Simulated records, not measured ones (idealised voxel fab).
Name of the process module below: voxel wiring stack
For reference, the cross-section in this document is cut, with width 200 nm and square cells of 5 nm.
Cross-section, as written here: a square-cell grid given band by band from the top down, where a band holds one or more rows of cells.
For a band, the entry starts with two heights in nm, that of the top and then that of the bottom, and carries on with the band's materials in order from left to right, each alongside its width in nm; the word "full width" beside a single material means it fills the band edge to edge, and "empty" means empty space.
Heights are reckoned from 0. Under this level, the received wafer is all of one material. The bottommost band is open-ended downward, for example "0 down".
Note: "30->40" means the width goes from the first number (top row of the band) to the second number (bottom row) in equal steps per row of cells.
Basically "nothing different" means that step didn't change any cell in the cross-section.
Sealed cavities: empty space of 8 cells or more with no open way to the top, each as width x height at its distance from the left edge, in nm
What comes after the settings on a step's line is commentary from the simulator itself on that step.
"overlay nm" denotes, for a step that has a mask, the displacement of the mask to the right of its planned place, with negative values corresponding to the left.
Pairs, read this way: before one process step on the one hand, after it on the other, the after cross-section ending at the lowest band that changed; the step between, settings included, beneath. Same starting wafer throughout, but possibly different runs of this module, so no pair continues from the pair above unless its entry headed "Pre-process state" says so.

Pre-process state
    85 to 70  SiO2 full width
    70 to 65  SiCN full width
    65 to 55  SiO2 25 nm  TiN 5 nm  Ru 20 nm  TiN 5 nm  SiO2 30 nm  TiN 5 nm  Ru 20 nm  TiN 5 nm  SiO2 30 nm  TiN 5 nm  Ru 20 nm  TiN 5 nm  SiO2 25 nm
    55 to 50  SiO2 25 nm  TiN 5 nm  Ru 5 nm  TiN 20 nm  SiO2 30 nm  TiN 30 nm  SiO2 30 nm  TiN 5 nm  Ru 5 nm  TiN 20 nm  SiO2 25 nm
    50 to 35  SiO2 25 nm  TiN 5 nm  Ru 5 nm  TiN 5 nm  SiO2 105 nm  TiN 5 nm  Ru 5 nm  TiN 5 nm  SiO2 40 nm
    35 to 30  SiCN 25 nm  TiN 15 nm  SiCN 105 nm  TiN 15 nm  SiCN 40 nm
    30 to 15  lowk 25 nm  W 30 nm  lowk 30 nm  W 30 nm  lowk 30 nm  W 30 nm  lowk 25 nm
    15 to 10  lowk 25 nm  TiN 30 nm  lowk 30 nm  TiN 30 nm  lowk 30 nm  TiN 30 nm  lowk 25 nm
    10 to 0  SiO2 full width
    0 down  Si full width
    Sealed cavities: none

Post-Step Geometry
    85 to 70  SiO2 15 nm  empty 15 nm  SiO2 45 nm  empty 15 nm  SiO2 45 nm  empty 15 nm  SiO2 50 nm
    Unchanged below 70.
    Sealed cavities: none
The step carried out between the cross-section before it and the cross-section after it, both shown above, is op MASKED_ETCH | tone open | mask id PLUG_2 | width nm 15 | pitch nm 60 | etch materials SiO2 | depth nm 15 | overlay nm -10

Pre-process state: per the after cross-section of the pair just above.

Post-Step Geometry
    85 to 70  SiO2 15 nm  empty 15 nm  SiO2 45 nm  empty 15 nm  SiO2 45 nm  empty 15 nm  SiO2 50 nm
    70 to 65  SiCN 25 nm  empty 5 nm  SiCN 55 nm  empty 5 nm  SiCN 55 nm  empty 5 nm  SiCN 50 nm
    Unchanged below 65.
    Sealed cavities: none
The step carried out between the cross-section before it and the cross-section after it, both shown above, is op MASKED_ETCH | tone open | mask id PLUG_2 | width nm 15 | pitch nm 60 | etch materials SiCN | depth nm 5 | overlay nm 0

Pre-process state: per the after cross-section of the pair just above.

Post-Step Geometry
    85 to 75  SiO2 15 nm  empty 15 nm  SiO2 45 nm  empty 15 nm  SiO2 45 nm  empty 15 nm  SiO2 50 nm
    75 to 70  SiO2 15 nm  empty 5 nm  Ru 10 nm  SiO2 45 nm  empty 5 nm  Ru 10 nm  SiO2 45 nm  empty 5 nm  Ru 10 nm  SiO2 50 nm
    70 to 65  SiCN 25 nm  Ru 5 nm  SiCN 55 nm  Ru 5 nm  SiCN 55 nm  Ru 5 nm  SiCN 50 nm
    Unchanged below 65.
    Sealed cavities: none
The step carried out between the cross-section before it and the cross-section after it, both shown above, is op EPI | material Ru | thk nm 10

Pre-process state: per the after cross-section of the pair just above.

Post-Step Geometry
    85 to 70  SiO2 15 nm  Ru 15 nm  SiO2 45 nm  Ru 15 nm  SiO2 45 nm  Ru 15 nm  SiO2 50 nm
    Unchanged below 70.
    Sealed cavities: none
The step carried out between the cross-section before it and the cross-section after it, both shown above, is op EPI | material Ru | thk nm 10

Pre-process state: per the after cross-section of the pair just above.

Post-Step Geometry
    90 to 85  SiN full width
    Unchanged below 85.
    Sealed cavities: none
The step carried out between the cross-section before it and the cross-section after it, both shown above, is op CONFORMAL_DEP | material SiN | thk nm 5

Pre-process state: per the after cross-section of the pair just above.

Post-Step Geometry
    115 to 90  SiO2 full width
    Unchanged below 90.
    Sealed cavities: none
The step carried out between the cross-section before it and the cross-section after it, both shown above, is op DIRECTIONAL_DEP | material SiO2 | thk nm 25

Pre-process state: per the after cross-section of the pair just above.

Post-Step Geometry
    135 to 115  resist 25 nm  empty 30 nm  resist 30 nm  empty 30 nm  resist 30 nm  empty 30 nm  resist 25 nm
    Unchanged below 115.
    Sealed cavities: none
The step carried out between the cross-section before it and the cross-section after it, both shown above, is op PATTERN | tone open | mask id METAL_3 | material resist | width nm 30 | pitch nm 60 | thk nm 20 | overlay nm 0

Pre-process state: per the after cross-section of the pair just above.

Post-Step Geometry
    135 to 115  resist 25 nm  empty 30 nm  resist 30 nm  empty 30 nm  resist 30 nm  empty 30 nm  resist 25 nm
    115 to 90  SiO2 25 nm  empty 30 nm  SiO2 30 nm  empty 30 nm  SiO2 30 nm  empty 30 nm  SiO2 25 nm
    Unchanged below 90.
    Sealed cavities: none
The step carried out between the cross-section before it and the cross-section after it, both shown above, is op DIRECTIONAL_ETCH | etch materials SiO2 | depth nm 25

Pre-process state: per the after cross-section of the pair just above.

Post-Step Geometry
    135 to 115  resist 25 nm  empty 30 nm  resist 30 nm  empty 30 nm  resist 30 nm  empty 30 nm  resist 25 nm
    115 to 90  SiO2 25 nm  empty 30 nm  SiO2 30 nm  empty 30 nm  SiO2 30 nm  empty 30 nm  SiO2 25 nm
    90 to 85  SiN 25 nm  empty 30 nm  SiN 30 nm  empty 30 nm  SiN 30 nm  empty 30 nm  SiN 25 nm
    Unchanged below 85.
    Sealed cavities: none
The step carried out between the cross-section before it and the cross-section after it, both shown above, is op DIRECTIONAL_ETCH | etch materials SiN | depth nm 5

Pre-process state: per the after cross-section of the pair just above.

Post-Step Geometry
    115 to 90  SiO2 25 nm  empty 30 nm  SiO2 30 nm  empty 30 nm  SiO2 30 nm  empty 30 nm  SiO2 25 nm
    Unchanged below 90.
    Sealed cavities: none
The step carried out between the cross-section before it and the cross-section after it, both shown above, is op STRIP | etch materials resist

Pre-process state: per the after cross-section of the pair just above.

Post-Step Geometry
    120 to 115  TiN 30 nm  empty 20 nm  TiN 40 nm  empty 20 nm  TiN 40 nm  empty 20 nm  TiN 30 nm
    115 to 90  SiO2 25 nm  TiN 5 nm  empty 20 nm  TiN 5 nm  SiO2 30 nm  TiN 5 nm  empty 20 nm  TiN 5 nm  SiO2 30 nm  TiN 5 nm  empty 20 nm  TiN 5 nm  SiO2 25 nm
    90 to 85  SiN 25 nm  TiN 30 nm  SiN 30 nm  TiN 30 nm  SiN 30 nm  TiN 30 nm  SiN 25 nm
    Unchanged below 85.
    Sealed cavities: none
The step carried out between the cross-section before it and the cross-section after it, both shown above, is op CONFORMAL_DEP | material TiN | thk nm 5

Pre-process state: per the after cross-section of the pair just above.

Post-Step Geometry
    125 to 120  Ru full width
    120 to 115  TiN 30 nm  Ru 20 nm  TiN 40 nm  Ru 20 nm  TiN 40 nm  Ru 20 nm  TiN 30 nm
    115 to 90  SiO2 25 nm  TiN 5 nm  Ru 20 nm  TiN 5 nm  SiO2 30 nm  TiN 5 nm  Ru 20 nm  TiN 5 nm  SiO2 30 nm  TiN 5 nm  Ru 20 nm  TiN 5 nm  SiO2 25 nm
    Unchanged below 90.
    Sealed cavities: none
The step carried out between the cross-section before it and the cross-section after it, both shown above, is op FILL_DEP | material Ru | thk nm 5

Pre-process state: per the after cross-section of the pair just above.

Post-Step Geometry
    115 to 90  SiO2 25 nm  TiN 5 nm  Ru 20 nm  TiN 5 nm  SiO2 30 nm  TiN 5 nm  Ru 20 nm  TiN 5 nm  SiO2 30 nm  TiN 5 nm  Ru 20 nm  TiN 5 nm  SiO2 25 nm
    Unchanged below 90.
    Sealed cavities: none
The step carried out between the cross-section before it and the cross-section after it, both shown above, is op CMP | height nm 115

Pre-process state: per the after cross-section of the pair just above.

Post-Step Geometry
    120 to 115  SiN full width
    Unchanged below 115.
    Sealed cavities: none
The step carried out between the cross-section before it and the cross-section after it, both shown above, is op CONFORMAL_DEP | material SiN | thk nm 5

Pre-process state
    70 to 65  SiCN full width
    65 to 55  SiO2 25 nm  TiN 5 nm  Ru 20 nm  TiN 5 nm  SiO2 30 nm  TiN 5 nm  Ru 20 nm  TiN 5 nm  SiO2 30 nm  TiN 5 nm  Ru 20 nm  TiN 5 nm  SiO2 25 nm
    55 to 50  SiO2 25 nm  TiN 5 nm  Ru 5 nm  TiN 20 nm  SiO2 30 nm  TiN 30 nm  SiO2 30 nm  TiN 5 nm  Ru 5 nm  TiN 20 nm  SiO2 25 nm
    50 to 35  SiO2 25 nm  TiN 5 nm  Ru 5 nm  TiN 5 nm  SiO2 105 nm  TiN 5 nm  Ru 5 nm  TiN 5 nm  SiO2 40 nm
    35 to 30  SiCN 25 nm  TiN 15 nm  SiCN 105 nm  TiN 15 nm  SiCN 40 nm
    30 to 15  lowk 25 nm  W 30 nm  lowk 30 nm  W 30 nm  lowk 30 nm  W 30 nm  lowk 25 nm
    15 to 10  lowk 25 nm  TiN 30 nm  lowk 30 nm  TiN 30 nm  lowk 30 nm  TiN 30 nm  lowk 25 nm
    10 to 0  SiO2 full width
    0 down  Si full width
    Sealed cavities: none

Post-Step Geometry
    85 to 70  lowk full width
    Unchanged below 70.
    Sealed cavities: none
The step carried out between the cross-section before it and the cross-section after it, both shown above, is op DIRECTIONAL_DEP | material lowk | thk nm 15

Pre-process state: per the after cross-section of the pair just above.

Post-Step Geometry
    90 to 85  SiN full width
    Unchanged below 85.
    Sealed cavities: none
The step carried out between the cross-section before it and the cross-section after it, both shown above, is op CONFORMAL_DEP | material SiN | thk nm 5

Pre-process state: per the after cross-section of the pair just above.

Post-Step Geometry
    115 to 90  SiO2 full width
    Unchanged below 90.
    Sealed cavities: none
The step carried out between the cross-section before it and the cross-section after it, both shown above, is op DIRECTIONAL_DEP | material SiO2 | thk nm 25

Pre-process state: per the after cross-section of the pair just above.

Post-Step Geometry
    135 to 115  resist 25 nm  empty 30 nm  resist 30 nm  empty 30 nm  resist 30 nm  empty 30 nm  resist 25 nm
    Unchanged below 115.
    Sealed cavities: none
The step carried out between the cross-section before it and the cross-section after it, both shown above, is op PATTERN | tone open | mask id METAL_3 | material resist | width nm 30 | pitch nm 60 | thk nm 20 | overlay nm 0

Pre-process state: per the after cross-section of the pair just above.

Post-Step Geometry
    135 to 115  resist 25 nm  empty 30 nm  resist 30 nm  empty 30 nm  resist 30 nm  empty 30 nm  resist 25 nm
    115 to 90  SiO2 25 nm  empty 30 nm  SiO2 30 nm  empty 30 nm  SiO2 30 nm  empty 30 nm  SiO2 25 nm
    Unchanged below 90.
    Sealed cavities: none
The step carried out between the cross-section before it and the cross-section after it, both shown above, is op DIRECTIONAL_ETCH | etch materials SiO2 | depth nm 25

Pre-process state: per the after cross-section of the pair just above.

Post-Step Geometry
    135 to 115  resist 25 nm  empty 30 nm  resist 30 nm  empty 30 nm  resist 30 nm  empty 30 nm  resist 25 nm
    115 to 90  SiO2 25 nm  empty 30 nm  SiO2 30 nm  empty 30 nm  SiO2 30 nm  empty 30 nm  SiO2 25 nm
    90 to 85  SiN 25 nm  empty 30 nm  SiN 30 nm  empty 30 nm  SiN 30 nm  empty 30 nm  SiN 25 nm
    Unchanged below 85.
    Sealed cavities: none
The step carried out between the cross-section before it and the cross-section after it, both shown above, is op DIRECTIONAL_ETCH | etch materials SiN | depth nm 5

Pre-process state: per the after cross-section of the pair just above.

Post-Step Geometry
    115 to 90  SiO2 25 nm  empty 30 nm  SiO2 30 nm  empty 30 nm  SiO2 30 nm  empty 30 nm  SiO2 25 nm
    Unchanged below 90.
    Sealed cavities: none
The step carried out between the cross-section before it and the cross-section after it, both shown above, is op STRIP | etch materials resist

Pre-process state: per the after cross-section of the pair just above.

Post-Step Geometry
    120 to 115  TiN 30 nm  empty 20 nm  TiN 40 nm  empty 20 nm  TiN 40 nm  empty 20 nm  TiN 30 nm
    115 to 90  SiO2 25 nm  TiN 5 nm  empty 20 nm  TiN 5 nm  SiO2 30 nm  TiN 5 nm  empty 20 nm  TiN 5 nm  SiO2 30 nm  TiN 5 nm  empty 20 nm  TiN 5 nm  SiO2 25 nm
    90 to 85  SiN 25 nm  TiN 30 nm  SiN 30 nm  TiN 30 nm  SiN 30 nm  TiN 30 nm  SiN 25 nm
    Unchanged below 85.
    Sealed cavities: none
The step carried out between the cross-section before it and the cross-section after it, both shown above, is op CONFORMAL_DEP | material TiN | thk nm 5

Pre-process state: per the after cross-section of the pair just above.

Post-Step Geometry
    125 to 120  Ru full width
    120 to 115  TiN 30 nm  Ru 20 nm  TiN 40 nm  Ru 20 nm  TiN 40 nm  Ru 20 nm  TiN 30 nm
    115 to 90  SiO2 25 nm  TiN 5 nm  Ru 20 nm  TiN 5 nm  SiO2 30 nm  TiN 5 nm  Ru 20 nm  TiN 5 nm  SiO2 30 nm  TiN 5 nm  Ru 20 nm  TiN 5 nm  SiO2 25 nm
    Unchanged below 90.
    Sealed cavities: none
The step carried out between the cross-section before it and the cross-section after it, both shown above, is op FILL_DEP | material Ru | thk nm 5

Pre-process state: per the after cross-section of the pair just above.

Post-Step Geometry
    115 to 90  SiO2 25 nm  TiN 5 nm  Ru 20 nm  TiN 5 nm  SiO2 30 nm  TiN 5 nm  Ru 20 nm  TiN 5 nm  SiO2 30 nm  TiN 5 nm  Ru 20 nm  TiN 5 nm  SiO2 25 nm
    Unchanged below 90.
    Sealed cavities: none
The step carried out between the cross-section before it and the cross-section after it, both shown above, is op CMP | height nm 115

Pre-process state: per the after cross-section of the pair just above.

Post-Step Geometry
    120 to 115  SiN full width
    Unchanged below 115.
    Sealed cavities: none
The step carried out between the cross-section before it and the cross-section after it, both shown above, is op CONFORMAL_DEP | material SiN | thk nm 5

Pre-process state
    85 to 70  SiO2 full width
    70 to 65  SiCN full width
    65 to 55  SiO2 25 nm  TiN 5 nm  Ru 20 nm  TiN 5 nm  SiO2 30 nm  TiN 5 nm  Ru 20 nm  TiN 5 nm  SiO2 30 nm  TiN 5 nm  Ru 20 nm  TiN 5 nm  SiO2 25 nm
    55 to 50  SiO2 25 nm  TiN 5 nm  Ru 5 nm  TiN 20 nm  SiO2 30 nm  TiN 30 nm  SiO2 30 nm  TiN 5 nm  Ru 5 nm  TiN 20 nm  SiO2 25 nm
    50 to 35  SiO2 25 nm  TiN 5 nm  Ru 5 nm  TiN 5 nm  SiO2 105 nm  TiN 5 nm  Ru 5 nm  TiN 5 nm  SiO2 40 nm
    35 to 30  SiCN 25 nm  TiN 15 nm  SiCN 105 nm  TiN 15 nm  SiCN 40 nm
    30 to 15  lowk 25 nm  W 30 nm  lowk 30 nm  W 30 nm  lowk 30 nm  W 30 nm  lowk 25 nm
    15 to 10  lowk 25 nm  TiN 30 nm  lowk 30 nm  TiN 30 nm  lowk 30 nm  TiN 30 nm  lowk 25 nm
    10 to 0  SiO2 full width
    0 down  Si full width
    Sealed cavities: none

Post-Step Geometry
    85 to 70  empty 25 nm  SiO2 15 nm  empty 45 nm  SiO2 15 nm  empty 45 nm  SiO2 15 nm  empty 40 nm
    Unchanged below 70.
    Sealed cavities: none
The step carried out between the cross-section before it and the cross-section after it, both shown above, is op MASKED_ETCH | tone cover | mask id PLUG_2 | width nm 15 | pitch nm 60 | etch materials SiO2 | depth nm 15 | overlay nm 0

Pre-process state: per the after cross-section of the pair just above.

Post-Step Geometry
    90 to 85  empty 20 nm  SiN 25 nm  empty 35 nm  SiN 25 nm  empty 35 nm  SiN 25 nm  empty 35 nm
    85 to 75  empty 20 nm  SiN 5 nm  SiO2 15 nm  SiN 5 nm  empty 35 nm  SiN 5 nm  SiO2 15 nm  SiN 5 nm  empty 35 nm  SiN 5 nm  SiO2 15 nm  SiN 5 nm  empty 35 nm
    75 to 70  SiN 25 nm  SiO2 15 nm  SiN 45 nm  SiO2 15 nm  SiN 45 nm  SiO2 15 nm  SiN 40 nm
    Unchanged below 70.
    Sealed cavities: none
The step carried out between the cross-section before it and the cross-section after it, both shown above, is op CONFORMAL_DEP | material SiN | thk nm 5

Pre-process state: per the after cross-section of the pair just above.

Post-Step Geometry
    115 to 100  empty 20 nm  SiO2 25 nm  empty 35 nm  SiO2 25 nm  empty 35 nm  SiO2 25 nm  empty 35 nm
    100 to 90  SiO2 full width
    90 to 85  SiO2 20 nm  SiN 25 nm  SiO2 35 nm  SiN 25 nm  SiO2 35 nm  SiN 25 nm  SiO2 35 nm
    85 to 75  SiO2 20 nm  SiN 5 nm  SiO2 15 nm  SiN 5 nm  SiO2 35 nm  SiN 5 nm  SiO2 15 nm  SiN 5 nm  SiO2 35 nm  SiN 5 nm  SiO2 15 nm  SiN 5 nm  SiO2 35 nm
    Unchanged below 75.
    Sealed cavities: none
The step carried out between the cross-section before it and the cross-section after it, both shown above, is op DIRECTIONAL_DEP | material SiO2 | thk nm 25

Pre-process state: per the after cross-section of the pair just above.

Post-Step Geometry
    135 to 115  resist 25 nm  empty 30 nm  resist 30 nm  empty 30 nm  resist 30 nm  empty 30 nm  resist 25 nm
    115 to 100  resist 20 nm  SiO2 25 nm  empty 10 nm  resist 25 nm  SiO2 25 nm  empty 10 nm  resist 25 nm  SiO2 25 nm  empty 10 nm  resist 25 nm
    Unchanged below 100.
    Sealed cavities: none
The step carried out between the cross-section before it and the cross-section after it, both shown above, is op PATTERN | tone open | mask id METAL_3 | material resist | width nm 30 | pitch nm 60 | thk nm 20 | overlay nm 0

Pre-process state: per the after cross-section of the pair just above.

Post-Step Geometry
    135 to 115  resist 25 nm  empty 30 nm  resist 30 nm  empty 30 nm  resist 30 nm  empty 30 nm  resist 25 nm
    115 to 100  resist 20 nm  SiO2 5 nm  empty 30 nm  resist 25 nm  SiO2 5 nm  empty 30 nm  resist 25 nm  SiO2 5 nm  empty 30 nm  resist 25 nm
    100 to 90  SiO2 25 nm  empty 30 nm  SiO2 30 nm  empty 30 nm  SiO2 30 nm  empty 30 nm  SiO2 25 nm
    90 to 85  SiO2 20 nm  SiN 25 nm  empty 10 nm  SiO2 25 nm  SiN 25 nm  empty 10 nm  SiO2 25 nm  SiN 25 nm  empty 10 nm  SiO2 25 nm
    85 to 75  SiO2 20 nm  SiN 5 nm  SiO2 15 nm  SiN 5 nm  empty 10 nm  SiO2 25 nm  SiN 5 nm  SiO2 15 nm  SiN 5 nm  empty 10 nm  SiO2 25 nm  SiN 5 nm  SiO2 15 nm  SiN 5 nm  empty 10 nm  SiO2 25 nm
    Unchanged below 75.
    Sealed cavities: none
The step carried out between the cross-section before it and the cross-section after it, both shown above, is op DIRECTIONAL_ETCH | etch materials SiO2 | depth nm 25

Pre-process state: per the after cross-section of the pair just above.

Post-Step Geometry
    135 to 115  resist 25 nm  empty 30 nm  resist 30 nm  empty 30 nm  resist 30 nm  empty 30 nm  resist 25 nm
    115 to 100  resist 20 nm  SiO2 5 nm  empty 30 nm  resist 25 nm  SiO2 5 nm  empty 30 nm  resist 25 nm  SiO2 5 nm  empty 30 nm  resist 25 nm
    100 to 90  SiO2 25 nm  empty 30 nm  SiO2 30 nm  empty 30 nm  SiO2 30 nm  empty 30 nm  SiO2 25 nm
    90 to 85  SiO2 20 nm  SiN 5 nm  empty 30 nm  SiO2 25 nm  SiN 5 nm  empty 30 nm  SiO2 25 nm  SiN 5 nm  empty 30 nm  SiO2 25 nm
    85 to 75  SiO2 20 nm  SiN 5 nm  SiO2 15 nm  SiN 5 nm  empty 10 nm  SiO2 25 nm  SiN 5 nm  SiO2 15 nm  SiN 5 nm  empty 10 nm  SiO2 25 nm  SiN 5 nm  SiO2 15 nm  SiN 5 nm  empty 10 nm  SiO2 25 nm
    75 to 70  SiN 25 nm  SiO2 15 nm  SiN 5 nm  empty 10 nm  SiN 30 nm  SiO2 15 nm  SiN 5 nm  empty 10 nm  SiN 30 nm  SiO2 15 nm  SiN 5 nm  empty 10 nm  SiN 25 nm
    Unchanged below 70.
    Sealed cavities: none
The step carried out between the cross-section before it and the cross-section after it, both shown above, is op DIRECTIONAL_ETCH | etch materials SiN | depth nm 5

Pre-process state: per the after cross-section of the pair just above.

Post-Step Geometry
    115 to 100  empty 20 nm  SiO2 5 nm  empty 55 nm  SiO2 5 nm  empty 55 nm  SiO2 5 nm  empty 55 nm
    Unchanged below 100.
    Sealed cavities: none
The step carried out between the cross-section before it and the cross-section after it, both shown above, is op STRIP | etch materials resist

Pre-process state: per the after cross-section of the pair just above.

Post-Step Geometry
    120 to 115  empty 15 nm  TiN 15 nm  empty 45 nm  TiN 15 nm  empty 45 nm  TiN 15 nm  empty 50 nm
    115 to 105  empty 15 nm  TiN 5 nm  SiO2 5 nm  TiN 5 nm  empty 45 nm  TiN 5 nm  SiO2 5 nm  TiN 5 nm  empty 45 nm  TiN 5 nm  SiO2 5 nm  TiN 5 nm  empty 50 nm
    105 to 100  TiN 20 nm  SiO2 5 nm  TiN 5 nm  empty 20 nm  TiN 30 nm  SiO2 5 nm  TiN 5 nm  empty 20 nm  TiN 30 nm  SiO2 5 nm  TiN 5 nm  empty 20 nm  TiN 30 nm
    100 to 90  SiO2 25 nm  TiN 5 nm  empty 20 nm  TiN 5 nm  SiO2 30 nm  TiN 5 nm  empty 20 nm  TiN 5 nm  SiO2 30 nm  TiN 5 nm  empty 20 nm  TiN 5 nm  SiO2 25 nm
    90 to 85  SiO2 20 nm  SiN 5 nm  TiN 30 nm  SiO2 25 nm  SiN 5 nm  TiN 30 nm  SiO2 25 nm  SiN 5 nm  TiN 30 nm  SiO2 25 nm
    85 to 75  SiO2 20 nm  SiN 5 nm  SiO2 15 nm  SiN 5 nm  TiN 10 nm  SiO2 25 nm  SiN 5 nm  SiO2 15 nm  SiN 5 nm  TiN 10 nm  SiO2 25 nm  SiN 5 nm  SiO2 15 nm  SiN 5 nm  TiN 10 nm  SiO2 25 nm
    75 to 70  SiN 25 nm  SiO2 15 nm  SiN 5 nm  TiN 10 nm  SiN 30 nm  SiO2 15 nm  SiN 5 nm  TiN 10 nm  SiN 30 nm  SiO2 15 nm  SiN 5 nm  TiN 10 nm  SiN 25 nm
    Unchanged below 70.
    Sealed cavities: none
The step carried out between the cross-section before it and the cross-section after it, both shown above, is op CONFORMAL_DEP | material TiN | thk nm 5

Pre-process state: per the after cross-section of the pair just above.

Post-Step Geometry
    125 to 120  Ru full width
    120 to 115  Ru 15 nm  TiN 15 nm  Ru 45 nm  TiN 15 nm  Ru 45 nm  TiN 15 nm  Ru 50 nm
    115 to 105  Ru 15 nm  TiN 5 nm  SiO2 5 nm  TiN 5 nm  Ru 45 nm  TiN 5 nm  SiO2 5 nm  TiN 5 nm  Ru 45 nm  TiN 5 nm  SiO2 5 nm  TiN 5 nm  Ru 50 nm
    105 to 100  TiN 20 nm  SiO2 5 nm  TiN 5 nm  Ru 20 nm  TiN 30 nm  SiO2 5 nm  TiN 5 nm  Ru 20 nm  TiN 30 nm  SiO2 5 nm  TiN 5 nm  Ru 20 nm  TiN 30 nm
    100 to 90  SiO2 25 nm  TiN 5 nm  Ru 20 nm  TiN 5 nm  SiO2 30 nm  TiN 5 nm  Ru 20 nm  TiN 5 nm  SiO2 30 nm  TiN 5 nm  Ru 20 nm  TiN 5 nm  SiO2 25 nm
    Unchanged below 90.
    Sealed cavities: none
The step carried out between the cross-section before it and the cross-section after it, both shown above, is op FILL_DEP | material Ru | thk nm 5

Pre-process state: per the after cross-section of the pair just above.

Post-Step Geometry
    115 to 105  Ru 15 nm  TiN 5 nm  SiO2 5 nm  TiN 5 nm  Ru 45 nm  TiN 5 nm  SiO2 5 nm  TiN 5 nm  Ru 45 nm  TiN 5 nm  SiO2 5 nm  TiN 5 nm  Ru 50 nm
    Unchanged below 105.
    Sealed cavities: none
The step carried out between the cross-section before it and the cross-section after it, both shown above, is op CMP | height nm 115

Pre-process state: per the after cross-section of the pair just above.

Post-Step Geometry
    120 to 115  SiN full width
    Unchanged below 115.
    Sealed cavities: none
The step carried out between the cross-section before it and the cross-section after it, both shown above, is op CONFORMAL_DEP | material SiN | thk nm 5
